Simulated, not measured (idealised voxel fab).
Module name: voxel transistor to metal (process module)
Cross-sectional view cut (width: 260 nm; square cell size: 5 nm).
Heads up, the way a cross-section reads in here is a grid of square cells, handed over as bands from the top down, with every band being one or more rows of cells.
Band entry format. Leading values: height of top, height of bottom, nm. Remainder: materials in left-to-right order, each with its width in nm. Special words: "all across" on a single material, which then fills the band edge to edge; "air", empty space.
Heights are reckoned from 0. Under this level, the received wafer is all of one material. The bottommost band is open-ended downward, for example "top 0, no bottom".
When a width is written as two numbers, as in "30 to 40", the first number is the width in the top row of cells of the band and the second is the width in its bottom row, and the width changes by the same amount from each row to the next.
A step reported as "no alterations made" is a step in which no cell of the cross-section changed.
You'll see "Closed internal voids" listing empty spaces that have no way open to the top, as long as they're 8 cells or more; the notation is width x height at distance, where the distance is from the left edge, and all of it is in nm.
Read whatever lies past the settings on a step's line as the simulator's own remark about the step.
If you see "overlay nm" on a step's line and that step has a mask, it's telling you how far right of where it was planned the mask ended up; a negative number means it went left instead.
So the way this works: pairs, before and after one process step. The after picture only goes down to the lowest band that actually changed, nothing below. Step and its settings are under each pair. And watch out, pairs might come from different runs of this module, same starting wafer though, so a pair only follows on from the one above if its "Pre-step cross-section" entry tells you so.
### Pre-step cross-section
- top 0, no bottom: Si all across
- Closed internal voids: none
### Structure After Step
- top 5, bottom 0: SiO2 all across
- For the remainder of the cross-section, below 0, there is no change.
- Closed internal voids: none
Quick note on the step between the two cross-sections above: CONFORMAL_DEP (material SiO2; thk nm 5)
Pre-step cross-section: The prior state of this step coincides with the post-step cross-section of the pair just above.
### Structure After Step
- top 20, bottom 5: SiN all across
- For the remainder of the cross-section, below 5, there is no change.
- Closed internal voids: none
Quick note on the step between the two cross-sections above: CONFORMAL_DEP (material SiN; thk nm 15)
Pre-step cross-section: The prior state of this step coincides with the post-step cross-section of the pair just above.
### Structure After Step
- top 35, bottom 20: aC all across
- For the remainder of the cross-section, below 20, there is no change.
- Closed internal voids: none
Quick note on the step between the two cross-sections above: DIRECTIONAL_DEP (material aC; thk nm 15)
Pre-step cross-section: The prior state of this step coincides with the post-step cross-section of the pair just above.
### Structure After Step
- top 65, bottom 35: 15 air / 100 resist / 30 air / 100 resist / 15 air
- For the remainder of the cross-section, below 35, there is no change.
- Closed internal voids: none
Quick note on the step between the two cross-sections above: PATTERN (tone cover; mask id ACTIVE; material resist; width nm 100; pitch nm 130; thk nm 30; overlay nm 0)
Pre-step cross-section: The prior state of this step coincides with the post-step cross-section of the pair just above.
### Structure After Step
- top 50, bottom 35: 15 air / 100 resist / 30 air / 100 resist / 15 air
- top 35, bottom 20: 15 air / 100 aC / 30 air / 100 aC / 15 air
- For the remainder of the cross-section, below 20, there is no change.
- Closed internal voids: none
Quick note on the step between the two cross-sections above: DIRECTIONAL_ETCH (etch materials aC; depth nm 15)
Pre-step cross-section: The prior state of this step coincides with the post-step cross-section of the pair just above.
### Structure After Step
- top 35, bottom 20: 15 air / 100 aC / 30 air / 100 aC / 15 air
- For the remainder of the cross-section, below 20, there is no change.
- Closed internal voids: none
Quick note on the step between the two cross-sections above: STRIP (etch materials resist)
Pre-step cross-section: The prior state of this step coincides with the post-step cross-section of the pair just above.
### Structure After Step
- top 35, bottom 20: 15 air / 100 aC / 30 air / 100 aC / 15 air
- top 20, bottom 5: 15 air / 100 SiN / 30 air / 100 SiN / 15 air
- For the remainder of the cross-section, below 5, there is no change.
- Closed internal voids: none
Quick note on the step between the two cross-sections above: DIRECTIONAL_ETCH (etch materials SiN; depth nm 15)
Pre-step cross-section: The prior state of this step coincides with the post-step cross-section of the pair just above.
### Structure After Step
- top 35, bottom 20: 15 air / 100 aC / 30 air / 100 aC / 15 air
- top 20, bottom 5: 15 air / 100 SiN / 30 air / 100 SiN / 15 air
- top 5, bottom 0: 15 air / 100 SiO2 / 30 air / 100 SiO2 / 15 air
- For the remainder of the cross-section, below 0, there is no change.
- Closed internal voids: none
Quick note on the step between the two cross-sections above: DIRECTIONAL_ETCH (etch materials SiO2; depth nm 5)
Pre-step cross-section: The prior state of this step coincides with the post-step cross-section of the pair just above.
### Structure After Step
- top 35, bottom 20: 15 air / 100 aC / 30 air / 100 aC / 15 air
- top 20, bottom 5: 15 air / 100 SiN / 30 air / 100 SiN / 15 air
- top 5, bottom 0: 15 air / 100 SiO2 / 30 air / 100 SiO2 / 15 air
- top 0, bottom -25: 15 air / 100 Si / 30 air / 100 Si / 15 air
- For the remainder of the cross-section, below -25, there is no change.
- Closed internal voids: none
Quick note on the step between the two cross-sections above: DIRECTIONAL_ETCH (etch materials Si; depth nm 25)
Pre-step cross-section: The prior state of this step coincides with the post-step cross-section of the pair just above.
### Structure After Step
- top 20, bottom 5: 15 air / 100 SiN / 30 air / 100 SiN / 15 air
- For the remainder of the cross-section, below 5, there is no change.
- Closed internal voids: none
Quick note on the step between the two cross-sections above: STRIP (etch materials aC)
Pre-step cross-section: The prior state of this step coincides with the post-step cross-section of the pair just above.
### Structure After Step
- top 35, bottom 20: SiO2 all across
- top 20, bottom 5: 15 SiO2 / 100 SiN / 30 SiO2 / 100 SiN / 15 SiO2
- top 5, bottom 0: SiO2 all across
- top 0, bottom -25: 15 SiO2 / 100 Si / 30 SiO2 / 100 Si / 15 SiO2
- For the remainder of the cross-section, below -25, there is no change.
- Closed internal voids: none
Quick note on the step between the two cross-sections above: FILL_DEP (material SiO2; thk nm 15)
Pre-step cross-section: The prior state of this step coincides with the post-step cross-section of the pair just above.
### Structure After Step
- top 20, bottom 5: 15 SiO2 / 100 SiN / 30 SiO2 / 100 SiN / 15 SiO2
- For the remainder of the cross-section, below 5, there is no change.
- Closed internal voids: none
Quick note on the step between the two cross-sections above: CMP (height nm 20)
Pre-step cross-section: The prior state of this step coincides with the post-step cross-section of the pair just above.
### Structure After Step
- top 20, bottom 5: 15 air / 100 SiN / 30 air / 100 SiN / 15 air
- For the remainder of the cross-section, below 5, there is no change.
- Closed internal voids: none
Quick note on the step between the two cross-sections above: SELECTIVE_ETCH (etch materials SiO2; depth nm 15)
Pre-step cross-section: The prior state of this step coincides with the post-step cross-section of the pair just above.
### Structure After Step
- top 5, bottom 0: SiO2 all across
- For the remainder of the cross-section, below 0, there is no change.
- Closed internal voids: none
Quick note on the step between the two cross-sections above: STRIP (etch materials SiN)
Pre-step cross-section: The prior state of this step coincides with the post-step cross-section of the pair just above.
### Structure After Step
- top 0, bottom -25: 15 SiO2 / 100 Si / 30 SiO2 / 100 Si / 15 SiO2
- For the remainder of the cross-section, below -25, there is no change.
- Closed internal voids: none
Quick note on the step between the two cross-sections above: SELECTIVE_ETCH (etch materials SiO2; depth nm 5)
Pre-step cross-section: The prior state of this step coincides with the post-step cross-section of the pair just above.
### Structure After Step
- top 0, bottom -5: SiO2 all across
- For the remainder of the cross-section, below -5, there is no change.
- Closed internal voids: none
Quick note on the step between the two cross-sections above: OXIDIZE (depth nm 5)
Pre-step cross-section: The prior state of this step coincides with the post-step cross-section of the pair just above.
### Structure After Step
- top 20, bottom 0: polySi all across
- For the remainder of the cross-section, below 0, there is no change.
- Closed internal voids: none
Quick note on the step between the two cross-sections above: DIRECTIONAL_DEP (material polySi; thk nm 20)
Pre-step cross-section: The prior state of this step coincides with the post-step cross-section of the pair just above.
### Structure After Step
- top 35, bottom 20: SiCN all across
- For the remainder of the cross-section, below 20, there is no change.
- Closed internal voids: none
Quick note on the step between the two cross-sections above: DIRECTIONAL_DEP (material SiCN; thk nm 15)
Pre-step cross-section: The prior state of this step coincides with the post-step cross-section of the pair just above.
### Structure After Step
- top 55, bottom 35: 55 air / 20 resist / 110 air / 20 resist / 55 air
- For the remainder of the cross-section, below 35, there is no change.
- Closed internal voids: none
Quick note on the step between the two cross-sections above: PATTERN (tone cover; mask id GATE; material resist; width nm 20; pitch nm 130; thk nm 20; overlay nm 0)
Pre-step cross-section: The prior state of this step coincides with the post-step cross-section of the pair just above.
### Structure After Step
- top 55, bottom 35: 55 air / 20 resist / 110 air / 20 resist / 55 air
- top 35, bottom 20: 55 air / 20 SiCN / 110 air / 20 SiCN / 55 air
- For the remainder of the cross-section, below 20, there is no change.
- Closed internal voids: none
Quick note on the step between the two cross-sections above: DIRECTIONAL_ETCH (etch materials SiCN; depth nm 25)
Pre-step cross-section: The prior state of this step coincides with the post-step cross-section of the pair just above.
### Structure After Step
- top 55, bottom 35: 55 air / 20 resist / 110 air / 20 resist / 55 air
- top 35, bottom 20: 55 air / 20 SiCN / 110 air / 20 SiCN / 55 air
- top 20, bottom 0: 55 air / 20 polySi / 110 air / 20 polySi / 55 air
- For the remainder of the cross-section, below 0, there is no change.
- Closed internal voids: none
Quick note on the step between the two cross-sections above: DIRECTIONAL_ETCH (etch materials polySi; depth nm 30)
Pre-step cross-section: The prior state of this step coincides with the post-step cross-section of the pair just above.
### Structure After Step
- top 35, bottom 20: 55 air / 20 SiCN / 110 air / 20 SiCN / 55 air
- For the remainder of the cross-section, below 20, there is no change.
- Closed internal voids: none
Quick note on the step between the two cross-sections above: STRIP (etch materials resist)
Pre-step cross-section: The prior state of this step coincides with the post-step cross-section of the pair just above.
### Structure After Step
- top 40, bottom 35: 50 air / 30 SiO2 / 100 air / 30 SiO2 / 50 air
- top 35, bottom 20: 50 air / 5 SiO2 / 20 SiCN / 5 SiO2 / 100 air / 5 SiO2 / 20 SiCN / 5 SiO2 / 50 air
- top 20, bottom 5: 50 air / 5 SiO2 / 20 polySi / 5 SiO2 / 100 air / 5 SiO2 / 20 polySi / 5 SiO2 / 50 air
- top 5, bottom 0: 55 SiO2 / 20 polySi / 110 SiO2 / 20 polySi / 55 SiO2
- For the remainder of the cross-section, below 0, there is no change.
- Closed internal voids: none
Quick note on the step between the two cross-sections above: CONFORMAL_DEP (material SiO2; thk nm 5)
Pre-step cross-section: The prior state of this step coincides with the post-step cross-section of the pair just above.
### Structure After Step
- top 35, bottom 20: 50 air / 5 SiO2 / 20 SiCN / 5 SiO2 / 100 air / 5 SiO2 / 20 SiCN / 5 SiO2 / 50 air
- top 20, bottom 0: 50 air / 5 SiO2 / 20 polySi / 5 SiO2 / 100 air / 5 SiO2 / 20 polySi / 5 SiO2 / 50 air
- For the remainder of the cross-section, below 0, there is no change.
- Closed internal voids: none
Quick note on the step between the two cross-sections above: DIRECTIONAL_ETCH (etch materials SiO2; depth nm 5)
Pre-step cross-section: The prior state of this step coincides with the post-step cross-section of the pair just above.
### Structure After Step
- top 45, bottom 35: 40 air / 50 SiN / 80 air / 50 SiN / 40 air
- top 35, bottom 20: 40 air / 10 SiN / 5 SiO2 / 20 SiCN / 5 SiO2 / 10 SiN / 80 air / 10 SiN / 5 SiO2 / 20 SiCN / 5 SiO2 / 10 SiN / 40 air
- top 20, bottom 10: 40 air / 10 SiN / 5 SiO2 / 20 polySi / 5 SiO2 / 10 SiN / 80 air / 10 SiN / 5 SiO2 / 20 polySi / 5 SiO2 / 10 SiN / 40 air
- top 10, bottom 0: 50 SiN / 5 SiO2 / 20 polySi / 5 SiO2 / 100 SiN / 5 SiO2 / 20 polySi / 5 SiO2 / 50 SiN
- For the remainder of the cross-section, below 0, there is no change.
- Closed internal voids: none
Quick note on the step between the two cross-sections above: CONFORMAL_DEP (material SiN; thk nm 10)
Pre-step cross-section: The prior state of this step coincides with the post-step cross-section of the pair just above.
### Structure After Step
- top 35, bottom 20: 40 air / 10 SiN / 5 SiO2 / 20 SiCN / 5 SiO2 / 10 SiN / 80 air / 10 SiN / 5 SiO2 / 20 SiCN / 5 SiO2 / 10 SiN / 40 air
- top 20, bottom 0: 40 air / 10 SiN / 5 SiO2 / 20 polySi / 5 SiO2 / 10 SiN / 80 air / 10 SiN / 5 SiO2 / 20 polySi / 5 SiO2 / 10 SiN / 40 air
- For the remainder of the cross-section, below 0, there is no change.
- Closed internal voids: none
Quick note on the step between the two cross-sections above: DIRECTIONAL_ETCH (etch materials SiN; depth nm 10)
Pre-step cross-section: The prior state of this step coincides with the post-step cross-section of the pair just above.
### Structure After Step
- top 35, bottom 30: 40 air / 10 SiN / 5 air / 20 SiCN / 5 air / 10 SiN / 80 air / 10 SiN / 5 air / 20 SiCN / 5 air / 10 SiN / 40 air
- top 30, bottom 20: 40 air / 10 SiN / 5 SiO2 / 20 SiCN / 5 SiO2 / 10 SiN / 80 air / 10 SiN / 5 SiO2 / 20 SiCN / 5 SiO2 / 10 SiN / 40 air
- top 20, bottom 0: 40 air / 10 SiN / 5 SiO2 / 20 polySi / 5 SiO2 / 10 SiN / 80 air / 10 SiN / 5 SiO2 / 20 polySi / 5 SiO2 / 10 SiN / 40 air
- top 0, bottom -5: 40 air / 50 SiO2 / 80 air / 50 SiO2 / 40 air
- For the remainder of the cross-section, below -5, there is no change.
- Closed internal voids: none
Quick note on the step between the two cross-sections above: DIRECTIONAL_ETCH (etch materials SiO2; depth nm 5)
Pre-step cross-section: The prior state of this step coincides with the post-step cross-section of the pair just above.
### Structure After Step
- top 35, bottom 30: 40 air / 10 SiN / 5 air / 20 SiCN / 5 air / 10 SiN / 80 air / 10 SiN / 5 air / 20 SiCN / 5 air / 10 SiN / 40 air
- top 30, bottom 20: 40 air / 10 SiN / 5 SiO2 / 20 SiCN / 5 SiO2 / 10 SiN / 80 air / 10 SiN / 5 SiO2 / 20 SiCN / 5 SiO2 / 10 SiN / 40 air
- top 20, bottom 0: 40 air / 10 SiN / 5 SiO2 / 20 polySi / 5 SiO2 / 10 SiN / 80 air / 10 SiN / 5 SiO2 / 20 polySi / 5 SiO2 / 10 SiN / 40 air
- top 0, bottom -5: 40 air / 50 SiO2 / 80 air / 50 SiO2 / 40 air
- top -5, bottom -15: 15 SiO2 / 25 air / 50 Si / 25 air / 30 SiO2 / 25 air / 50 Si / 25 air / 15 SiO2
- For the remainder of the cross-section, below -15, there is no change.
- Closed internal voids: none
Quick note on the step between the two cross-sections above: DIRECTIONAL_ETCH (etch materials Si; depth nm 10)
Pre-step cross-section: The prior state of this step coincides with the post-step cross-section of the pair just above.
### Structure After Step
- top 35, bottom 30: 40 air / 10 SiN / 5 air / 20 SiCN / 5 air / 10 SiN / 80 air / 10 SiN / 5 air / 20 SiCN / 5 air / 10 SiN / 40 air
- top 30, bottom 20: 40 air / 10 SiN / 5 SiO2 / 20 SiCN / 5 SiO2 / 10 SiN / 80 air / 10 SiN / 5 SiO2 / 20 SiCN / 5 SiO2 / 10 SiN / 40 air
- top 20, bottom 10: 40 air / 10 SiN / 5 SiO2 / 20 polySi / 5 SiO2 / 10 SiN / 80 air / 10 SiN / 5 SiO2 / 20 polySi / 5 SiO2 / 10 SiN / 40 air
- top 10, bottom 0: 25 air / 15 SiGe / 10 SiN / 5 SiO2 / 20 polySi / 5 SiO2 / 10 SiN / 15 SiGe / 50 air / 15 SiGe / 10 SiN / 5 SiO2 / 20 polySi / 5 SiO2 / 10 SiN / 15 SiGe / 25 air
- top 0, bottom -5: 10 air / 30 SiGe / 50 SiO2 / 30 SiGe / 20 air / 30 SiGe / 50 SiO2 / 30 SiGe / 10 air
- top -5, bottom -15: 15 SiO2 / 25 SiGe / 50 Si / 25 SiGe / 30 SiO2 / 25 SiGe / 50 Si / 25 SiGe / 15 SiO2
- For the remainder of the cross-section, below -15, there is no change.
- Closed internal voids: none
Quick note on the step between the two cross-sections above: EPI (material SiGe; thk nm 15)
Pre-step cross-section: The prior state of this step coincides with the post-step cross-section of the pair just above.
### Structure After Step
- top 40, bottom 35: SiO2 all across
- top 35, bottom 20: 40 SiO2 / 10 SiN / 5 SiO2 / 20 SiCN / 5 SiO2 / 10 SiN / 80 SiO2 / 10 SiN / 5 SiO2 / 20 SiCN / 5 SiO2 / 10 SiN / 40 SiO2
- top 20, bottom 10: 40 SiO2 / 10 SiN / 5 SiO2 / 20 polySi / 5 SiO2 / 10 SiN / 80 SiO2 / 10 SiN / 5 SiO2 / 20 polySi / 5 SiO2 / 10 SiN / 40 SiO2
- top 10, bottom 0: 25 SiO2 / 15 SiGe / 10 SiN / 5 SiO2 / 20 polySi / 5 SiO2 / 10 SiN / 15 SiGe / 50 SiO2 / 15 SiGe / 10 SiN / 5 SiO2 / 20 polySi / 5 SiO2 / 10 SiN / 15 SiGe / 25 SiO2
- top 0, bottom -5: 10 SiO2 / 30 SiGe / 50 SiO2 / 30 SiGe / 20 SiO2 / 30 SiGe / 50 SiO2 / 30 SiGe / 10 SiO2
- For the remainder of the cross-section, below -5, there is no change.
- Closed internal voids: none
Quick note on the step between the two cross-sections above: FILL_DEP (material SiO2; thk nm 5)
Pre-step cross-section: The prior state of this step coincides with the post-step cross-section of the pair just above.
### Structure After Step
- top 35, bottom 20: 40 SiO2 / 10 SiN / 5 SiO2 / 20 SiCN / 5 SiO2 / 10 SiN / 80 SiO2 / 10 SiN / 5 SiO2 / 20 SiCN / 5 SiO2 / 10 SiN / 40 SiO2
- For the remainder of the cross-section, below 20, there is no change.
- Closed internal voids: none
Quick note on the step between the two cross-sections above: CMP (height nm 35)
Pre-step cross-section: The prior state of this step coincides with the post-step cross-section of the pair just above.
### Structure After Step
- top 45, bottom 35: SiO2 all across
- For the remainder of the cross-section, below 35, there is no change.
- Closed internal voids: none
Quick note on the step between the two cross-sections above: DIRECTIONAL_DEP (material SiO2; thk nm 10)
Pre-step cross-section: The prior state of this step coincides with the post-step cross-section of the pair just above.
### Structure After Step
- top 60, bottom 45: aC all across
- For the remainder of the cross-section, below 45, there is no change.
- Closed internal voids: none
Quick note on the step between the two cross-sections above: DIRECTIONAL_DEP (material aC; thk nm 15)
Pre-step cross-section: The prior state of this step coincides with the post-step cross-section of the pair just above.
### Structure After Step
- top 95, bottom 60: 25 resist / 15 air / 50 resist / 15 air / 50 resist / 15 air / 50 resist / 15 air / 25 resist
- For the remainder of the cross-section, below 60, there is no change.
- Closed internal voids: none
Quick note on the step between the two cross-sections above: PATTERN (tone open; mask id CONTACT; material resist; width nm 15; pitch nm 65; thk nm 35; overlay nm 0)
Pre-step cross-section: The prior state of this step coincides with the post-step cross-section of the pair just above.
### Structure After Step
- top 80, bottom 60: 25 resist / 15 air / 50 resist / 15 air / 50 resist / 15 air / 50 resist / 15 air / 25 resist
- top 60, bottom 45: 25 aC / 15 air / 50 aC / 15 air / 50 aC / 15 air / 50 aC / 15 air / 25 aC
- For the remainder of the cross-section, below 45, there is no change.
- Closed internal voids: none
Quick note on the step between the two cross-sections above: DIRECTIONAL_ETCH (etch materials aC; depth nm 15)
Pre-step cross-section: The prior state of this step coincides with the post-step cross-section of the pair just above.
### Structure After Step
- top 60, bottom 45: 25 aC / 15 air / 50 aC / 15 air / 50 aC / 15 air / 50 aC / 15 air / 25 aC
- For the remainder of the cross-section, below 45, there is no change.
- Closed internal voids: none
Quick note on the step between the two cross-sections above: STRIP (etch materials resist)
Pre-step cross-section: The prior state of this step coincides with the post-step cross-section of the pair just above.
### Structure After Step
- top 60, bottom 45: 25 aC / 15 air / 50 aC / 15 air / 50 aC / 15 air / 50 aC / 15 air / 25 aC
- top 45, bottom 35: 25 SiO2 / 15 air / 50 SiO2 / 15 air / 50 SiO2 / 15 air / 50 SiO2 / 15 air / 25 SiO2
- top 35, bottom 20: 25 SiO2 / 15 air / 10 SiN / 5 SiO2 / 20 SiCN / 5 SiO2 / 10 SiN / 15 air / 50 SiO2 / 15 air / 10 SiN / 5 SiO2 / 20 SiCN / 5 SiO2 / 10 SiN / 15 air / 25 SiO2
- top 20, bottom 10: 25 SiO2 / 15 air / 10 SiN / 5 SiO2 / 20 polySi / 5 SiO2 / 10 SiN / 15 air / 50 SiO2 / 15 air / 10 SiN / 5 SiO2 / 20 polySi / 5 SiO2 / 10 SiN / 15 air / 25 SiO2
- For the remainder of the cross-section, below 10, there is no change.
- Closed internal voids: none
Quick note on the step between the two cross-sections above: DIRECTIONAL_ETCH (etch materials SiO2; depth nm 35)
Pre-step cross-section: The prior state of this step coincides with the post-step cross-section of the pair just above.
### Structure After Step
- top 45, bottom 35: 25 SiO2 / 15 air / 50 SiO2 / 15 air / 50 SiO2 / 15 air / 50 SiO2 / 15 air / 25 SiO2
- For the remainder of the cross-section, below 35, there is no change.
- Closed internal voids: none
Quick note on the step between the two cross-sections above: STRIP (etch materials aC)
Pre-step cross-section: The prior state of this step coincides with the post-step cross-section of the pair just above.
### Structure After Step
- top 50, bottom 45: 30 TiN / 5 air / 60 TiN / 5 air / 60 TiN / 5 air / 60 TiN / 5 air / 30 TiN
- top 45, bottom 35: 25 SiO2 / 5 TiN / 5 air / 5 TiN / 50 SiO2 / 5 TiN / 5 air / 5 TiN / 50 SiO2 / 5 TiN / 5 air / 5 TiN / 50 SiO2 / 5 TiN / 5 air / 5 TiN / 25 SiO2
- top 35, bottom 20: 25 SiO2 / 5 TiN / 5 air / 5 TiN / 10 SiN / 5 SiO2 / 20 SiCN / 5 SiO2 / 10 SiN / 5 TiN / 5 air / 5 TiN / 50 SiO2 / 5 TiN / 5 air / 5 TiN / 10 SiN / 5 SiO2 / 20 SiCN / 5 SiO2 / 10 SiN / 5 TiN / 5 air / 5 TiN / 25 SiO2
- top 20, bottom 15: 25 SiO2 / 5 TiN / 5 air / 5 TiN / 10 SiN / 5 SiO2 / 20 polySi / 5 SiO2 / 10 SiN / 5 TiN / 5 air / 5 TiN / 50 SiO2 / 5 TiN / 5 air / 5 TiN / 10 SiN / 5 SiO2 / 20 polySi / 5 SiO2 / 10 SiN / 5 TiN / 5 air / 5 TiN / 25 SiO2
- top 15, bottom 10: 25 SiO2 / 15 TiN / 10 SiN / 5 SiO2 / 20 polySi / 5 SiO2 / 10 SiN / 15 TiN / 50 SiO2 / 15 TiN / 10 SiN / 5 SiO2 / 20 polySi / 5 SiO2 / 10 SiN / 15 TiN / 25 SiO2
- For the remainder of the cross-section, below 10, there is no change.
- Closed internal voids: none
Quick note on the step between the two cross-sections above: CONFORMAL_DEP (material TiN; thk nm 5)
Pre-step cross-section: The prior state of this step coincides with the post-step cross-section of the pair just above.
### Structure After Step
- top 55, bottom 50: W all across
- top 50, bottom 45: 30 TiN / 5 W / 60 TiN / 5 W / 60 TiN / 5 W / 60 TiN / 5 W / 30 TiN
- top 45, bottom 35: 25 SiO2 / 5 TiN / 5 W / 5 TiN / 50 SiO2 / 5 TiN / 5 W / 5 TiN / 50 SiO2 / 5 TiN / 5 W / 5 TiN / 50 SiO2 / 5 TiN / 5 W / 5 TiN / 25 SiO2
- top 35, bottom 20: 25 SiO2 / 5 TiN / 5 W / 5 TiN / 10 SiN / 5 SiO2 / 20 SiCN / 5 SiO2 / 10 SiN / 5 TiN / 5 W / 5 TiN / 50 SiO2 / 5 TiN / 5 W / 5 TiN / 10 SiN / 5 SiO2 / 20 SiCN / 5 SiO2 / 10 SiN / 5 TiN / 5 W / 5 TiN / 25 SiO2
- top 20, bottom 15: 25 SiO2 / 5 TiN / 5 W / 5 TiN / 10 SiN / 5 SiO2 / 20 polySi / 5 SiO2 / 10 SiN / 5 TiN / 5 W / 5 TiN / 50 SiO2 / 5 TiN / 5 W / 5 TiN / 10 SiN / 5 SiO2 / 20 polySi / 5 SiO2 / 10 SiN / 5 TiN / 5 W / 5 TiN / 25 SiO2
- For the remainder of the cross-section, below 15, there is no change.
- Closed internal voids: none
Quick note on the step between the two cross-sections above: FILL_DEP (material W; thk nm 5)
Pre-step cross-section: The prior state of this step coincides with the post-step cross-section of the pair just above.
### Structure After Step
- top 45, bottom 35: 25 SiO2 / 5 TiN / 5 W / 5 TiN / 50 SiO2 / 5 TiN / 5 W / 5 TiN / 50 SiO2 / 5 TiN / 5 W / 5 TiN / 50 SiO2 / 5 TiN / 5 W / 5 TiN / 25 SiO2
- For the remainder of the cross-section, below 35, there is no change.
- Closed internal voids: none
Quick note on the step between the two cross-sections above: CMP (height nm 45)
Pre-step cross-section: The prior state of this step coincides with the post-step cross-section of the pair just above.
### Structure After Step
- top 50, bottom 45: TiN all across
- For the remainder of the cross-section, below 45, there is no change.
- Closed internal voids: none
Quick note on the step between the two cross-sections above: DIRECTIONAL_DEP (material TiN; thk nm 5)
Pre-step cross-section: The prior state of this step coincides with the post-step cross-section of the pair just above.
### Structure After Step
- top 65, bottom 50: W all across
- For the remainder of the cross-section, below 50, there is no change.
- Closed internal voids: none
Quick note on the step between the two cross-sections above: DIRECTIONAL_DEP (material W; thk nm 15)
Pre-step cross-section: The prior state of this step coincides with the post-step cross-section of the pair just above.
### Structure After Step
- top 75, bottom 65: aC all across
- For the remainder of the cross-section, below 65, there is no change.
- Closed internal voids: none
Quick note on the step between the two cross-sections above: DIRECTIONAL_DEP (material aC; thk nm 10)
Pre-step cross-section: The prior state of this step coincides with the post-step cross-section of the pair just above.
### Structure After Step
- top 100, bottom 75: 25 air / 15 resist / 50 air / 15 resist / 50 air / 15 resist / 50 air / 15 resist / 25 air
- For the remainder of the cross-section, below 75, there is no change.
- Closed internal voids: none
Quick note on the step between the two cross-sections above: PATTERN (tone cover; mask id METAL_1; material resist; width nm 15; pitch nm 65; thk nm 25; overlay nm 0)
Pre-step cross-section: The prior state of this step coincides with the post-step cross-section of the pair just above.
### Structure After Step
- top 90, bottom 75: 25 air / 15 resist / 50 air / 15 resist / 50 air / 15 resist / 50 air / 15 resist / 25 air
- top 75, bottom 65: 25 air / 15 aC / 50 air / 15 aC / 50 air / 15 aC / 50 air / 15 aC / 25 air
- For the remainder of the cross-section, below 65, there is no change.
- Closed internal voids: none
Quick note on the step between the two cross-sections above: DIRECTIONAL_ETCH (etch materials aC; depth nm 10)
Pre-step cross-section: The prior state of this step coincides with the post-step cross-section of the pair just above.
### Structure After Step
- top 75, bottom 65: 25 air / 15 aC / 50 air / 15 aC / 50 air / 15 aC / 50 air / 15 aC / 25 air
- For the remainder of the cross-section, below 65, there is no change.
- Closed internal voids: none
Quick note on the step between the two cross-sections above: STRIP (etch materials resist)
Pre-step cross-section: The prior state of this step coincides with the post-step cross-section of the pair just above.
### Structure After Step
- top 75, bottom 65: 25 air / 15 aC / 50 air / 15 aC / 50 air / 15 aC / 50 air / 15 aC / 25 air
- top 65, bottom 50: 25 air / 15 W / 50 air / 15 W / 50 air / 15 W / 50 air / 15 W / 25 air
- For the remainder of the cross-section, below 50, there is no change.
- Closed internal voids: none
Quick note on the step between the two cross-sections above: DIRECTIONAL_ETCH (etch materials W; depth nm 15)
Pre-step cross-section: The prior state of this step coincides with the post-step cross-section of the pair just above.
### Structure After Step
- top 75, bottom 65: 25 air / 15 aC / 50 air / 15 aC / 50 air / 15 aC / 50 air / 15 aC / 25 air
- top 65, bottom 50: 25 air / 15 W / 50 air / 15 W / 50 air / 15 W / 50 air / 15 W / 25 air
- top 50, bottom 45: 25 air / 15 TiN / 50 air / 15 TiN / 50 air / 15 TiN / 50 air / 15 TiN / 25 air
- For the remainder of the cross-section, below 45, there is no change.
- Closed internal voids: none
Quick note on the step between the two cross-sections above: DIRECTIONAL_ETCH (etch materials TiN; depth nm 5)
Pre-step cross-section: The prior state of this step coincides with the post-step cross-section of the pair just above.
### Structure After Step
- top 65, bottom 50: 25 air / 15 W / 50 air / 15 W / 50 air / 15 W / 50 air / 15 W / 25 air
- For the remainder of the cross-section, below 50, there is no change.
- Closed internal voids: none
Quick note on the step between the two cross-sections above: STRIP (etch materials aC)
Pre-step cross-section: The prior state of this step coincides with the post-step cross-section of the pair just above.
### Structure After Step
- top 70, bottom 65: 20 air / 25 SiCN / 40 air / 25 SiCN / 40 air / 25 SiCN / 40 air / 25 SiCN / 20 air
- top 65, bottom 50: 20 air / 5 SiCN / 15 W / 5 SiCN / 40 air / 5 SiCN / 15 W / 5 SiCN / 40 air / 5 SiCN / 15 W / 5 SiCN / 40 air / 5 SiCN / 15 W / 5 SiCN / 20 air
- top 50, bottom 45: 25 SiCN / 15 TiN / 50 SiCN / 15 TiN / 50 SiCN / 15 TiN / 50 SiCN / 15 TiN / 25 SiCN
- For the remainder of the cross-section, below 45, there is no change.
- Closed internal voids: none
Quick note on the step between the two cross-sections above: CONFORMAL_DEP (material SiCN; thk nm 5)
Pre-step cross-section: The prior state of this step coincides with the post-step cross-section of the pair just above.
### Structure After Step
- top 75, bottom 70: lowk all across
- top 70, bottom 65: 20 lowk / 25 SiCN / 40 lowk / 25 SiCN / 40 lowk / 25 SiCN / 40 lowk / 25 SiCN / 20 lowk
- top 65, bottom 50: 20 lowk / 5 SiCN / 15 W / 5 SiCN / 40 lowk / 5 SiCN / 15 W / 5 SiCN / 40 lowk / 5 SiCN / 15 W / 5 SiCN / 40 lowk / 5 SiCN / 15 W / 5 SiCN / 20 lowk
- For the remainder of the cross-section, below 50, there is no change.
- Closed internal voids: none
Quick note on the step between the two cross-sections above: FILL_DEP (material lowk; thk nm 5)
Pre-step cross-section: The prior state of this step coincides with the post-step cross-section of the pair just above.
### Structure After Step
- top 65, bottom 50: 20 lowk / 5 SiCN / 15 W / 5 SiCN / 40 lowk / 5 SiCN / 15 W / 5 SiCN / 40 lowk / 5 SiCN / 15 W / 5 SiCN / 40 lowk / 5 SiCN / 15 W / 5 SiCN / 20 lowk
- For the remainder of the cross-section, below 50, there is no change.
- Closed internal voids: none
Quick note on the step between the two cross-sections above: CMP (height nm 65)
Pre-step cross-section: The prior state of this step coincides with the post-step cross-section of the pair just above.
### Structure After Step
- top 70, bottom 65: SiCN all across
- For the remainder of the cross-section, below 65, there is no change.
- Closed internal voids: none
Quick note on the step between the two cross-sections above: CONFORMAL_DEP (material SiCN; thk nm 5)
Pre-step cross-section: The prior state of this step coincides with the post-step cross-section of the pair just above.
### Structure After Step
- top 105, bottom 70: lowk all across
- For the remainder of the cross-section, below 70, there is no change.
- Closed internal voids: none
Quick note on the step between the two cross-sections above: DIRECTIONAL_DEP (material lowk; thk nm 35)
Pre-step cross-section: The prior state of this step coincides with the post-step cross-section of the pair just above.
### Structure After Step
- top 115, bottom 105: aC all across
- For the remainder of the cross-section, below 105, there is no change.
- Closed internal voids: none
Quick note on the step between the two cross-sections above: DIRECTIONAL_DEP (material aC; thk nm 10)
Pre-step cross-section: The prior state of this step coincides with the post-step cross-section of the pair just above.
### Structure After Step
- top 140, bottom 115: 25 resist / 15 air / 115 resist / 15 air / 90 resist
- For the remainder of the cross-section, below 115, there is no change.
- Closed internal voids: none
Quick note on the step between the two cross-sections above: PATTERN (tone open; mask id METAL_2; material resist; width nm 15; pitch nm 130; thk nm 25; overlay nm 0)
